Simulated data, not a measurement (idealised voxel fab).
process module | voxel transistor to metal
cross-section cut | 300 nm wide | cells 5 nm
A cross-section is a grid of square cells, given in bands from the top down. A band is one or more rows of cells.
Each band's line starts with the height of the band's top and of its bottom, in nm. Then come its materials from left to right, each with its width in nm. One material with "throughout" fills the band from edge to edge. "air" is empty space.
Height 0 is the level under which the wafer as received is all one material. The lowest band goes on downwards, as in "0 down".
A width such as "30 to 40" changes by the same amount from each row of cells to the next, from the band's top row to its bottom row.
"no change" after a step means that no cell of the cross-section changed.
closed voids: empty space of 8 cells or more with no open way to the top, each as width x height at its distance from the left edge, in nm
after a step's settings: what the simulator itself notes on the step
overlay nm, on a step with a mask: how far to the right of its planned place the mask lay; to the left if negative
plan
1 op RECEIVE | material Si
2 op CONFORMAL_DEP | material SiO2 | thk nm 5
3 op CONFORMAL_DEP | material SiN | thk nm 10
4 op DIRECTIONAL_DEP | material aC | thk nm 15
5 op PATTERN | tone cover | mask id ACTIVE | material resist | width nm 105 | pitch nm 135 | thk nm 30 | overlay nm 0
6 op DIRECTIONAL_ETCH | etch materials aC | depth nm 15
7 op STRIP | etch materials resist
8 op DIRECTIONAL_ETCH | etch materials SiN | depth nm 10
9 op DIRECTIONAL_ETCH | etch materials SiO2 | depth nm 5
10 op DIRECTIONAL_ETCH | etch materials Si | depth nm 35
11 op STRIP | etch materials aC
12 op FILL_DEP | material SiO2 | thk nm 15
13 op CMP | height nm 15
14 op SELECTIVE_ETCH | etch materials SiO2 | depth nm 5
15 op STRIP | etch materials SiN
16 op SELECTIVE_ETCH | etch materials SiO2 | depth nm 5
17 op OXIDIZE | depth nm 5
18 op DIRECTIONAL_DEP | material polySi | thk nm 20
19 op DIRECTIONAL_DEP | material SiCN | thk nm 15
20 op DIRECTIONAL_DEP | material aC | thk nm 15
21 op PATTERN | tone cover | mask id GATE | material resist | width nm 25 | pitch nm 135 | thk nm 30 | overlay nm 0
22 op DIRECTIONAL_ETCH | etch materials aC | depth nm 15
23 op STRIP | etch materials resist
24 op DIRECTIONAL_ETCH | etch materials SiCN | depth nm 25
25 op DIRECTIONAL_ETCH | etch materials polySi | depth nm 30
26 op STRIP | etch materials aC
27 op CONFORMAL_DEP | material SiO2 | thk nm 5
28 op DIRECTIONAL_ETCH | etch materials SiO2 | depth nm 5
29 op CONFORMAL_DEP | material SiN | thk nm 5
30 op DIRECTIONAL_ETCH | etch materials SiN | depth nm 5
31 op DIRECTIONAL_ETCH | etch materials SiO2 | depth nm 5
32 op DIRECTIONAL_ETCH | etch materials Si | depth nm 15
33 op EPI | material nSi | thk nm 15
34 op FILL_DEP | material SiO2 | thk nm 10
35 op CMP | height nm 35
36 op DIRECTIONAL_DEP | material SiO2 | thk nm 15
37 op PATTERN | tone open | mask id CONTACT | material resist | width nm 20 | thk nm 15 | overlay nm 0
38 op DIRECTIONAL_ETCH | etch materials SiO2 | depth nm 40
39 op STRIP | etch materials resist
40 op CONFORMAL_DEP | material TiN | thk nm 5
41 op FILL_DEP | material W | thk nm 5
42 op CMP | height nm 50
43 op CONFORMAL_DEP | material SiCN | thk nm 5
44 op DIRECTIONAL_DEP | material SiO2 | thk nm 25
45 op PATTERN | tone open | mask id METAL_1 | material resist | width nm 20 | thk nm 15 | overlay nm 0
46 op DIRECTIONAL_ETCH | etch materials SiO2 | depth nm 25
47 op DIRECTIONAL_ETCH | etch materials SiCN | depth nm 5
48 op STRIP | etch materials resist
49 op CONFORMAL_DEP | material TiN | thk nm 5
50 op FILL_DEP | material W | thk nm 10
51 op CMP | height nm 80
52 op CONFORMAL_DEP | material SiCN | thk nm 5
first wafer, as planned
as received, after step 1
  0 down: Si throughout
  closed voids: none
after step 2
  5 to 0: SiO2 throughout
  below 0: unchanged
after step 3
  15 to 5: SiN throughout
  below 5: unchanged
after step 4
  30 to 15: aC throughout
  below 15: unchanged
after step 5
  60 to 30: air 30 | resist 105 | air 30 | resist 105 | air 30
  below 30: unchanged
after step 6
  45 to 30: air 30 | resist 105 | air 30 | resist 105 | air 30
  30 to 15: air 30 | aC 105 | air 30 | aC 105 | air 30
  below 15: unchanged
after step 7
  30 to 15: air 30 | aC 105 | air 30 | aC 105 | air 30
  below 15: unchanged
after step 8
  30 to 15: air 30 | aC 105 | air 30 | aC 105 | air 30
  15 to 5: air 30 | SiN 105 | air 30 | SiN 105 | air 30
  below 5: unchanged
after step 9
  30 to 15: air 30 | aC 105 | air 30 | aC 105 | air 30
  15 to 5: air 30 | SiN 105 | air 30 | SiN 105 | air 30
  5 to 0: air 30 | SiO2 105 | air 30 | SiO2 105 | air 30
  below 0: unchanged
after step 10
  30 to 15: air 30 | aC 105 | air 30 | aC 105 | air 30
  15 to 5: air 30 | SiN 105 | air 30 | SiN 105 | air 30
  5 to 0: air 30 | SiO2 105 | air 30 | SiO2 105 | air 30
  0 to -35: air 30 | Si 105 | air 30 | Si 105 | air 30
  below -35: unchanged
after step 11
  15 to 5: air 30 | SiN 105 | air 30 | SiN 105 | air 30
  below 5: unchanged
after step 12
  30 to 15: SiO2 throughout
  15 to 5: SiO2 30 | SiN 105 | SiO2 30 | SiN 105 | SiO2 30
  5 to 0: SiO2 throughout
  0 to -35: SiO2 30 | Si 105 | SiO2 30 | Si 105 | SiO2 30
  below -35: unchanged
after step 13
  15 to 5: SiO2 30 | SiN 105 | SiO2 30 | SiN 105 | SiO2 30
  below 5: unchanged
after step 14
  15 to 10: air 30 | SiN 105 | air 30 | SiN 105 | air 30
  below 10: unchanged
after step 15
  10 to 5: SiO2 30 | air 105 | SiO2 30 | air 105 | SiO2 30
  below 5: unchanged
after step 16
  5 to 0: SiO2 25 | air 115 | SiO2 20 | air 115 | SiO2 25
  below 0: unchanged
after step 17
  5 to 0: SiO2 25 | air 115 | SiO2 20 | air 115 | SiO2 25
  0 to -5: SiO2 throughout
  below -5: unchanged
after step 18
  25 to 20: polySi 25 | air 115 | polySi 20 | air 115 | polySi 25
  20 to 5: polySi throughout
  5 to 0: SiO2 25 | polySi 115 | SiO2 20 | polySi 115 | SiO2 25
  below 0: unchanged
after step 19
  40 to 35: SiCN 25 | air 115 | SiCN 20 | air 115 | SiCN 25
  35 to 25: SiCN throughout
  25 to 20: polySi 25 | SiCN 115 | polySi 20 | SiCN 115 | polySi 25
  below 20: unchanged
after step 20
  55 to 50: aC 25 | air 115 | aC 20 | air 115 | aC 25
  50 to 40: aC throughout
  40 to 35: SiCN 25 | aC 115 | SiCN 20 | aC 115 | SiCN 25
  below 35: unchanged
after step 21
  85 to 55: air 70 | resist 25 | air 110 | resist 25 | air 70
  55 to 50: aC 25 | air 45 | resist 25 | air 45 | aC 20 | air 45 | resist 25 | air 45 | aC 25
  below 50: unchanged
after step 22
  70 to 50: air 70 | resist 25 | air 110 | resist 25 | air 70
  50 to 40: air 70 | aC 25 | air 110 | aC 25 | air 70
  40 to 35: SiCN 25 | air 45 | aC 25 | air 45 | SiCN 20 | air 45 | aC 25 | air 45 | SiCN 25
  below 35: unchanged
after step 23
  50 to 40: air 70 | aC 25 | air 110 | aC 25 | air 70
  below 40: unchanged
after step 24
  50 to 35: air 70 | aC 25 | air 110 | aC 25 | air 70
  35 to 25: air 70 | SiCN 25 | air 110 | SiCN 25 | air 70
  25 to 20: polySi 25 | air 45 | SiCN 25 | air 45 | polySi 20 | air 45 | SiCN 25 | air 45 | polySi 25
  below 20: unchanged
after step 25
  50 to 35: air 70 | aC 25 | air 110 | aC 25 | air 70
  35 to 20: air 70 | SiCN 25 | air 110 | SiCN 25 | air 70
  20 to 5: air 70 | polySi 25 | air 110 | polySi 25 | air 70
  5 to 0: SiO2 25 | air 45 | polySi 25 | air 45 | SiO2 20 | air 45 | polySi 25 | air 45 | SiO2 25
  below 0: unchanged
after step 26
  35 to 20: air 70 | SiCN 25 | air 110 | SiCN 25 | air 70
  below 20: unchanged
after step 27
  40 to 35: air 65 | SiO2 35 | air 100 | SiO2 35 | air 65
  35 to 20: air 65 | SiO2 5 | SiCN 25 | SiO2 5 | air 100 | SiO2 5 | SiCN 25 | SiO2 5 | air 65
  20 to 10: air 65 | SiO2 5 | polySi 25 | SiO2 5 | air 100 | SiO2 5 | polySi 25 | SiO2 5 | air 65
  10 to 5: SiO2 30 | air 35 | SiO2 5 | polySi 25 | SiO2 5 | air 35 | SiO2 30 | air 35 | SiO2 5 | polySi 25 | SiO2 5 | air 35 | SiO2 30
  5 to 0: SiO2 70 | polySi 25 | SiO2 110 | polySi 25 | SiO2 70
  below 0: unchanged
after step 28
  35 to 20: air 65 | SiO2 5 | SiCN 25 | SiO2 5 | air 100 | SiO2 5 | SiCN 25 | SiO2 5 | air 65
  20 to 5: air 65 | SiO2 5 | polySi 25 | SiO2 5 | air 100 | SiO2 5 | polySi 25 | SiO2 5 | air 65
  5 to 0: SiO2 30 | air 35 | SiO2 5 | polySi 25 | SiO2 5 | air 35 | SiO2 30 | air 35 | SiO2 5 | polySi 25 | SiO2 5 | air 35 | SiO2 30
  below 0: unchanged
after step 29
  40 to 35: air 60 | SiN 45 | air 90 | SiN 45 | air 60
  35 to 20: air 60 | SiN 5 | SiO2 5 | SiCN 25 | SiO2 5 | SiN 5 | air 90 | SiN 5 | SiO2 5 | SiCN 25 | SiO2 5 | SiN 5 | air 60
  20 to 10: air 60 | SiN 5 | SiO2 5 | polySi 25 | SiO2 5 | SiN 5 | air 90 | SiN 5 | SiO2 5 | polySi 25 | SiO2 5 | SiN 5 | air 60
  10 to 5: SiN 35 | air 25 | SiN 5 | SiO2 5 | polySi 25 | SiO2 5 | SiN 5 | air 25 | SiN 40 | air 25 | SiN 5 | SiO2 5 | polySi 25 | SiO2 5 | SiN 5 | air 25 | SiN 35
  5 to 0: SiO2 30 | SiN 35 | SiO2 5 | polySi 25 | SiO2 5 | SiN 35 | SiO2 30 | SiN 35 | SiO2 5 | polySi 25 | SiO2 5 | SiN 35 | SiO2 30
  below 0: unchanged
after step 30
  35 to 20: air 60 | SiN 5 | SiO2 5 | SiCN 25 | SiO2 5 | SiN 5 | air 90 | SiN 5 | SiO2 5 | SiCN 25 | SiO2 5 | SiN 5 | air 60
  20 to 5: air 60 | SiN 5 | SiO2 5 | polySi 25 | SiO2 5 | SiN 5 | air 90 | SiN 5 | SiO2 5 | polySi 25 | SiO2 5 | SiN 5 | air 60
  5 to 0: SiO2 30 | SiN 5 | air 25 | SiN 5 | SiO2 5 | polySi 25 | SiO2 5 | SiN 5 | air 25 | SiN 5 | SiO2 30 | SiN 5 | air 25 | SiN 5 | SiO2 5 | polySi 25 | SiO2 5 | SiN 5 | air 25 | SiN 5 | SiO2 30
  below 0: unchanged
after step 31
  35 to 30: air 60 | SiN 5 | air 5 | SiCN 25 | air 5 | SiN 5 | air 90 | SiN 5 | air 5 | SiCN 25 | air 5 | SiN 5 | air 60
  30 to 20: air 60 | SiN 5 | SiO2 5 | SiCN 25 | SiO2 5 | SiN 5 | air 90 | SiN 5 | SiO2 5 | SiCN 25 | SiO2 5 | SiN 5 | air 60
  20 to 5: air 60 | SiN 5 | SiO2 5 | polySi 25 | SiO2 5 | SiN 5 | air 90 | SiN 5 | SiO2 5 | polySi 25 | SiO2 5 | SiN 5 | air 60
  5 to 0: air 30 | SiN 5 | air 25 | SiN 5 | SiO2 5 | polySi 25 | SiO2 5 | SiN 5 | air 25 | SiN 5 | air 30 | SiN 5 | air 25 | SiN 5 | SiO2 5 | polySi 25 | SiO2 5 | SiN 5 | air 25 | SiN 5 | air 30
  0 to -5: SiO2 35 | air 25 | SiO2 45 | air 25 | SiO2 40 | air 25 | SiO2 45 | air 25 | SiO2 35
  below -5: unchanged
after step 32
  35 to 30: air 60 | SiN 5 | air 5 | SiCN 25 | air 5 | SiN 5 | air 90 | SiN 5 | air 5 | SiCN 25 | air 5 | SiN 5 | air 60
  30 to 20: air 60 | SiN 5 | SiO2 5 | SiCN 25 | SiO2 5 | SiN 5 | air 90 | SiN 5 | SiO2 5 | SiCN 25 | SiO2 5 | SiN 5 | air 60
  20 to 5: air 60 | SiN 5 | SiO2 5 | polySi 25 | SiO2 5 | SiN 5 | air 90 | SiN 5 | SiO2 5 | polySi 25 | SiO2 5 | SiN 5 | air 60
  5 to 0: air 30 | SiN 5 | air 25 | SiN 5 | SiO2 5 | polySi 25 | SiO2 5 | SiN 5 | air 25 | SiN 5 | air 30 | SiN 5 | air 25 | SiN 5 | SiO2 5 | polySi 25 | SiO2 5 | SiN 5 | air 25 | SiN 5 | air 30
  0 to -5: SiO2 35 | air 25 | SiO2 45 | air 25 | SiO2 40 | air 25 | SiO2 45 | air 25 | SiO2 35
  -5 to -20: SiO2 30 | Si 5 | air 25 | Si 45 | air 25 | Si 5 | SiO2 30 | Si 5 | air 25 | Si 45 | air 25 | Si 5 | SiO2 30
  below -20: unchanged
after step 33
  35 to 30: air 60 | SiN 5 | air 5 | SiCN 25 | air 5 | SiN 5 | air 90 | SiN 5 | air 5 | SiCN 25 | air 5 | SiN 5 | air 60
  30 to 20: air 60 | SiN 5 | SiO2 5 | SiCN 25 | SiO2 5 | SiN 5 | air 90 | SiN 5 | SiO2 5 | SiCN 25 | SiO2 5 | SiN 5 | air 60
  20 to 10: air 60 | SiN 5 | SiO2 5 | polySi 25 | SiO2 5 | SiN 5 | air 90 | SiN 5 | SiO2 5 | polySi 25 | SiO2 5 | SiN 5 | air 60
  10 to 5: air 30 | nSi 30 | SiN 5 | SiO2 5 | polySi 25 | SiO2 5 | SiN 5 | nSi 30 | air 30 | nSi 30 | SiN 5 | SiO2 5 | polySi 25 | SiO2 5 | SiN 5 | nSi 30 | air 30
  5 to 0: air 30 | SiN 5 | nSi 25 | SiN 5 | SiO2 5 | polySi 25 | SiO2 5 | SiN 5 | nSi 25 | SiN 5 | air 30 | SiN 5 | nSi 25 | SiN 5 | SiO2 5 | polySi 25 | SiO2 5 | SiN 5 | nSi 25 | SiN 5 | air 30
  0 to -5: SiO2 35 | nSi 25 | SiO2 45 | nSi 25 | SiO2 40 | nSi 25 | SiO2 45 | nSi 25 | SiO2 35
  -5 to -20: SiO2 30 | Si 5 | nSi 25 | Si 45 | nSi 25 | Si 5 | SiO2 30 | Si 5 | nSi 25 | Si 45 | nSi 25 | Si 5 | SiO2 30
  below -20: unchanged
after step 34
  45 to 35: SiO2 throughout
  35 to 20: SiO2 60 | SiN 5 | SiO2 5 | SiCN 25 | SiO2 5 | SiN 5 | SiO2 90 | SiN 5 | SiO2 5 | SiCN 25 | SiO2 5 | SiN 5 | SiO2 60
  20 to 10: SiO2 60 | SiN 5 | SiO2 5 | polySi 25 | SiO2 5 | SiN 5 | SiO2 90 | SiN 5 | SiO2 5 | polySi 25 | SiO2 5 | SiN 5 | SiO2 60
  10 to 5: SiO2 30 | nSi 30 | SiN 5 | SiO2 5 | polySi 25 | SiO2 5 | SiN 5 | nSi 30 | SiO2 30 | nSi 30 | SiN 5 | SiO2 5 | polySi 25 | SiO2 5 | SiN 5 | nSi 30 | SiO2 30
  5 to 0: SiO2 30 | SiN 5 | nSi 25 | SiN 5 | SiO2 5 | polySi 25 | SiO2 5 | SiN 5 | nSi 25 | SiN 5 | SiO2 30 | SiN 5 | nSi 25 | SiN 5 | SiO2 5 | polySi 25 | SiO2 5 | SiN 5 | nSi 25 | SiN 5 | SiO2 30
  below 0: unchanged
after step 35
  35 to 20: SiO2 60 | SiN 5 | SiO2 5 | SiCN 25 | SiO2 5 | SiN 5 | SiO2 90 | SiN 5 | SiO2 5 | SiCN 25 | SiO2 5 | SiN 5 | SiO2 60
  below 20: unchanged
after step 36
  50 to 35: SiO2 throughout
  below 35: unchanged
after step 37
  65 to 50: resist 35 | air 20 | resist 55 | air 20 | resist 40 | air 20 | resist 55 | air 20 | resist 35
  below 50: unchanged
after step 38
  65 to 50: resist 35 | air 20 | resist 55 | air 20 | resist 40 | air 20 | resist 55 | air 20 | resist 35
  50 to 35: SiO2 35 | air 20 | SiO2 55 | air 20 | SiO2 40 | air 20 | SiO2 55 | air 20 | SiO2 35
  35 to 20: SiO2 35 | air 20 | SiO2 5 | SiN 5 | SiO2 5 | SiCN 25 | SiO2 5 | SiN 5 | SiO2 5 | air 20 | SiO2 40 | air 20 | SiO2 5 | SiN 5 | SiO2 5 | SiCN 25 | SiO2 5 | SiN 5 | SiO2 5 | air 20 | SiO2 35
  20 to 10: SiO2 35 | air 20 | SiO2 5 | SiN 5 | SiO2 5 | polySi 25 | SiO2 5 | SiN 5 | SiO2 5 | air 20 | SiO2 40 | air 20 | SiO2 5 | SiN 5 | SiO2 5 | polySi 25 | SiO2 5 | SiN 5 | SiO2 5 | air 20 | SiO2 35
  below 10: unchanged
after step 39
  50 to 35: SiO2 35 | air 20 | SiO2 55 | air 20 | SiO2 40 | air 20 | SiO2 55 | air 20 | SiO2 35
  below 35: unchanged
after step 40
  55 to 50: TiN 40 | air 10 | TiN 65 | air 10 | TiN 50 | air 10 | TiN 65 | air 10 | TiN 40
  50 to 35: SiO2 35 | TiN 5 | air 10 | TiN 5 | SiO2 55 | TiN 5 | air 10 | TiN 5 | SiO2 40 | TiN 5 | air 10 | TiN 5 | SiO2 55 | TiN 5 | air 10 | TiN 5 | SiO2 35
  35 to 20: SiO2 35 | TiN 5 | air 10 | TiN 5 | SiO2 5 | SiN 5 | SiO2 5 | SiCN 25 | SiO2 5 | SiN 5 | SiO2 5 | TiN 5 | air 10 | TiN 5 | SiO2 40 | TiN 5 | air 10 | TiN 5 | SiO2 5 | SiN 5 | SiO2 5 | SiCN 25 | SiO2 5 | SiN 5 | SiO2 5 | TiN 5 | air 10 | TiN 5 | SiO2 35
  20 to 15: SiO2 35 | TiN 5 | air 10 | TiN 5 | SiO2 5 | SiN 5 | SiO2 5 | polySi 25 | SiO2 5 | SiN 5 | SiO2 5 | TiN 5 | air 10 | TiN 5 | SiO2 40 | TiN 5 | air 10 | TiN 5 | SiO2 5 | SiN 5 | SiO2 5 | polySi 25 | SiO2 5 | SiN 5 | SiO2 5 | TiN 5 | air 10 | TiN 5 | SiO2 35
  15 to 10: SiO2 35 | TiN 20 | SiO2 5 | SiN 5 | SiO2 5 | polySi 25 | SiO2 5 | SiN 5 | SiO2 5 | TiN 20 | SiO2 40 | TiN 20 | SiO2 5 | SiN 5 | SiO2 5 | polySi 25 | SiO2 5 | SiN 5 | SiO2 5 | TiN 20 | SiO2 35
  below 10: unchanged
after step 41
  60 to 55: W throughout
  55 to 50: TiN 40 | W 10 | TiN 65 | W 10 | TiN 50 | W 10 | TiN 65 | W 10 | TiN 40
  50 to 35: SiO2 35 | TiN 5 | W 10 | TiN 5 | SiO2 55 | TiN 5 | W 10 | TiN 5 | SiO2 40 | TiN 5 | W 10 | TiN 5 | SiO2 55 | TiN 5 | W 10 | TiN 5 | SiO2 35
  35 to 20: SiO2 35 | TiN 5 | W 10 | TiN 5 | SiO2 5 | SiN 5 | SiO2 5 | SiCN 25 | SiO2 5 | SiN 5 | SiO2 5 | TiN 5 | W 10 | TiN 5 | SiO2 40 | TiN 5 | W 10 | TiN 5 | SiO2 5 | SiN 5 | SiO2 5 | SiCN 25 | SiO2 5 | SiN 5 | SiO2 5 | TiN 5 | W 10 | TiN 5 | SiO2 35
  20 to 15: SiO2 35 | TiN 5 | W 10 | TiN 5 | SiO2 5 | SiN 5 | SiO2 5 | polySi 25 | SiO2 5 | SiN 5 | SiO2 5 | TiN 5 | W 10 | TiN 5 | SiO2 40 | TiN 5 | W 10 | TiN 5 | SiO2 5 | SiN 5 | SiO2 5 | polySi 25 | SiO2 5 | SiN 5 | SiO2 5 | TiN 5 | W 10 | TiN 5 | SiO2 35
  below 15: unchanged
after step 42
  50 to 35: SiO2 35 | TiN 5 | W 10 | TiN 5 | SiO2 55 | TiN 5 | W 10 | TiN 5 | SiO2 40 | TiN 5 | W 10 | TiN 5 | SiO2 55 | TiN 5 | W 10 | TiN 5 | SiO2 35
  below 35: unchanged
after step 43
  55 to 50: SiCN throughout
  below 50: unchanged
after step 44
  80 to 55: SiO2 throughout
  below 55: unchanged
after step 45
  95 to 80: resist 35 | air 20 | resist 55 | air 20 | resist 40 | air 20 | resist 55 | air 20 | resist 35
  below 80: unchanged
after step 46
  95 to 80: resist 35 | air 20 | resist 55 | air 20 | resist 40 | air 20 | resist 55 | air 20 | resist 35
  80 to 55: SiO2 35 | air 20 | SiO2 55 | air 20 | SiO2 40 | air 20 | SiO2 55 | air 20 | SiO2 35
  below 55: unchanged
after step 47
  95 to 80: resist 35 | air 20 | resist 55 | air 20 | resist 40 | air 20 | resist 55 | air 20 | resist 35
  80 to 55: SiO2 35 | air 20 | SiO2 55 | air 20 | SiO2 40 | air 20 | SiO2 55 | air 20 | SiO2 35
  55 to 50: SiCN 35 | air 20 | SiCN 55 | air 20 | SiCN 40 | air 20 | SiCN 55 | air 20 | SiCN 35
  below 50: unchanged
after step 48
  80 to 55: SiO2 35 | air 20 | SiO2 55 | air 20 | SiO2 40 | air 20 | SiO2 55 | air 20 | SiO2 35
  below 55: unchanged
after step 49
  85 to 80: TiN 40 | air 10 | TiN 65 | air 10 | TiN 50 | air 10 | TiN 65 | air 10 | TiN 40
  80 to 55: SiO2 35 | TiN 5 | air 10 | TiN 5 | SiO2 55 | TiN 5 | air 10 | TiN 5 | SiO2 40 | TiN 5 | air 10 | TiN 5 | SiO2 55 | TiN 5 | air 10 | TiN 5 | SiO2 35
  55 to 50: SiCN 35 | TiN 20 | SiCN 55 | TiN 20 | SiCN 40 | TiN 20 | SiCN 55 | TiN 20 | SiCN 35
  below 50: unchanged
after step 50
  95 to 85: W throughout
  85 to 80: TiN 40 | W 10 | TiN 65 | W 10 | TiN 50 | W 10 | TiN 65 | W 10 | TiN 40
  80 to 55: SiO2 35 | TiN 5 | W 10 | TiN 5 | SiO2 55 | TiN 5 | W 10 | TiN 5 | SiO2 40 | TiN 5 | W 10 | TiN 5 | SiO2 55 | TiN 5 | W 10 | TiN 5 | SiO2 35
  below 55: unchanged
after step 51
  80 to 55: SiO2 35 | TiN 5 | W 10 | TiN 5 | SiO2 55 | TiN 5 | W 10 | TiN 5 | SiO2 40 | TiN 5 | W 10 | TiN 5 | SiO2 55 | TiN 5 | W 10 | TiN 5 | SiO2 35
  below 55: unchanged
after step 52
  85 to 80: SiCN throughout
  below 80: unchanged
second wafer: like start, like plan, one mistake. Through step 33 it matches the first wafer
when step 34 should have ended
  45 to 35: W throughout
  35 to 30: W 60 | SiN 5 | W 5 | SiCN 25 | W 5 | SiN 5 | W 90 | SiN 5 | W 5 | SiCN 25 | W 5 | SiN 5 | W 60
  30 to 20: W 60 | SiN 5 | SiO2 5 | SiCN 25 | SiO2 5 | SiN 5 | W 90 | SiN 5 | SiO2 5 | SiCN 25 | SiO2 5 | SiN 5 | W 60
  20 to 10: W 60 | SiN 5 | SiO2 5 | polySi 25 | SiO2 5 | SiN 5 | W 90 | SiN 5 | SiO2 5 | polySi 25 | SiO2 5 | SiN 5 | W 60
  10 to 5: W 30 | nSi 30 | SiN 5 | SiO2 5 | polySi 25 | SiO2 5 | SiN 5 | nSi 30 | W 30 | nSi 30 | SiN 5 | SiO2 5 | polySi 25 | SiO2 5 | SiN 5 | nSi 30 | W 30
  5 to 0: W 30 | SiN 5 | nSi 25 | SiN 5 | SiO2 5 | polySi 25 | SiO2 5 | SiN 5 | nSi 25 | SiN 5 | W 30 | SiN 5 | nSi 25 | SiN 5 | SiO2 5 | polySi 25 | SiO2 5 | SiN 5 | nSi 25 | SiN 5 | W 30
  below 0: unchanged
when step 35 should have ended
  35 to 30: W 60 | SiN 5 | W 5 | SiCN 25 | W 5 | SiN 5 | W 90 | SiN 5 | W 5 | SiCN 25 | W 5 | SiN 5 | W 60
  below 30: unchanged
when step 36 should have ended
  50 to 35: SiO2 throughout
  below 35: unchanged
when step 37 should have ended
  65 to 50: resist 35 | air 20 | resist 55 | air 20 | resist 40 | air 20 | resist 55 | air 20 | resist 35
  below 50: unchanged
when step 38 should have ended
  65 to 50: resist 35 | air 20 | resist 55 | air 20 | resist 40 | air 20 | resist 55 | air 20 | resist 35
  50 to 35: SiO2 35 | air 20 | SiO2 55 | air 20 | SiO2 40 | air 20 | SiO2 55 | air 20 | SiO2 35
  below 35: unchanged
when step 39 should have ended
  50 to 35: SiO2 35 | air 20 | SiO2 55 | air 20 | SiO2 40 | air 20 | SiO2 55 | air 20 | SiO2 35
  below 35: unchanged
when step 40 should have ended
  55 to 50: TiN 40 | air 10 | TiN 65 | air 10 | TiN 50 | air 10 | TiN 65 | air 10 | TiN 40
  50 to 40: SiO2 35 | TiN 5 | air 10 | TiN 5 | SiO2 55 | TiN 5 | air 10 | TiN 5 | SiO2 40 | TiN 5 | air 10 | TiN 5 | SiO2 55 | TiN 5 | air 10 | TiN 5 | SiO2 35
  40 to 35: SiO2 35 | TiN 20 | SiO2 55 | TiN 20 | SiO2 40 | TiN 20 | SiO2 55 | TiN 20 | SiO2 35
  below 35: unchanged
when step 41 should have ended
  60 to 55: W throughout
  55 to 50: TiN 40 | W 10 | TiN 65 | W 10 | TiN 50 | W 10 | TiN 65 | W 10 | TiN 40
  50 to 40: SiO2 35 | TiN 5 | W 10 | TiN 5 | SiO2 55 | TiN 5 | W 10 | TiN 5 | SiO2 40 | TiN 5 | W 10 | TiN 5 | SiO2 55 | TiN 5 | W 10 | TiN 5 | SiO2 35
  below 40: unchanged
when step 42 should have ended
  50 to 40: SiO2 35 | TiN 5 | W 10 | TiN 5 | SiO2 55 | TiN 5 | W 10 | TiN 5 | SiO2 40 | TiN 5 | W 10 | TiN 5 | SiO2 55 | TiN 5 | W 10 | TiN 5 | SiO2 35
  below 40: unchanged
when step 43 should have ended
  55 to 50: SiCN throughout
  below 50: unchanged
when step 44 should have ended
  80 to 55: SiO2 throughout
  below 55: unchanged
when step 45 should have ended
  95 to 80: resist 35 | air 20 | resist 55 | air 20 | resist 40 | air 20 | resist 55 | air 20 | resist 35
  below 80: unchanged
when step 46 should have ended
  95 to 80: resist 35 | air 20 | resist 55 | air 20 | resist 40 | air 20 | resist 55 | air 20 | resist 35
  80 to 55: SiO2 35 | air 20 | SiO2 55 | air 20 | SiO2 40 | air 20 | SiO2 55 | air 20 | SiO2 35
  below 55: unchanged
when step 47 should have ended
  95 to 80: resist 35 | air 20 | resist 55 | air 20 | resist 40 | air 20 | resist 55 | air 20 | resist 35
  80 to 55: SiO2 35 | air 20 | SiO2 55 | air 20 | SiO2 40 | air 20 | SiO2 55 | air 20 | SiO2 35
  55 to 50: SiCN 35 | air 20 | SiCN 55 | air 20 | SiCN 40 | air 20 | SiCN 55 | air 20 | SiCN 35
  below 50: unchanged
when step 48 should have ended
  80 to 55: SiO2 35 | air 20 | SiO2 55 | air 20 | SiO2 40 | air 20 | SiO2 55 | air 20 | SiO2 35
  below 55: unchanged
when step 49 should have ended
  85 to 80: TiN 40 | air 10 | TiN 65 | air 10 | TiN 50 | air 10 | TiN 65 | air 10 | TiN 40
  80 to 55: SiO2 35 | TiN 5 | air 10 | TiN 5 | SiO2 55 | TiN 5 | air 10 | TiN 5 | SiO2 40 | TiN 5 | air 10 | TiN 5 | SiO2 55 | TiN 5 | air 10 | TiN 5 | SiO2 35
  55 to 50: SiCN 35 | TiN 20 | SiCN 55 | TiN 20 | SiCN 40 | TiN 20 | SiCN 55 | TiN 20 | SiCN 35
  below 50: unchanged
when step 50 should have ended
  95 to 85: W throughout
  85 to 80: TiN 40 | W 10 | TiN 65 | W 10 | TiN 50 | W 10 | TiN 65 | W 10 | TiN 40
  80 to 55: SiO2 35 | TiN 5 | W 10 | TiN 5 | SiO2 55 | TiN 5 | W 10 | TiN 5 | SiO2 40 | TiN 5 | W 10 | TiN 5 | SiO2 55 | TiN 5 | W 10 | TiN 5 | SiO2 35
  below 55: unchanged
when step 51 should have ended
  80 to 55: SiO2 35 | TiN 5 | W 10 | TiN 5 | SiO2 55 | TiN 5 | W 10 | TiN 5 | SiO2 40 | TiN 5 | W 10 | TiN 5 | SiO2 55 | TiN 5 | W 10 | TiN 5 | SiO2 35
  below 55: unchanged
when step 52 should have ended
  85 to 80: SiCN throughout
  below 80: unchanged
what went wrong: step 34 ran as: op FILL_DEP | material W | thk nm 10
at the end the second wafer has, in cells: 170 fewer of SiO2 | 40 fewer of TiN | 210 more of W
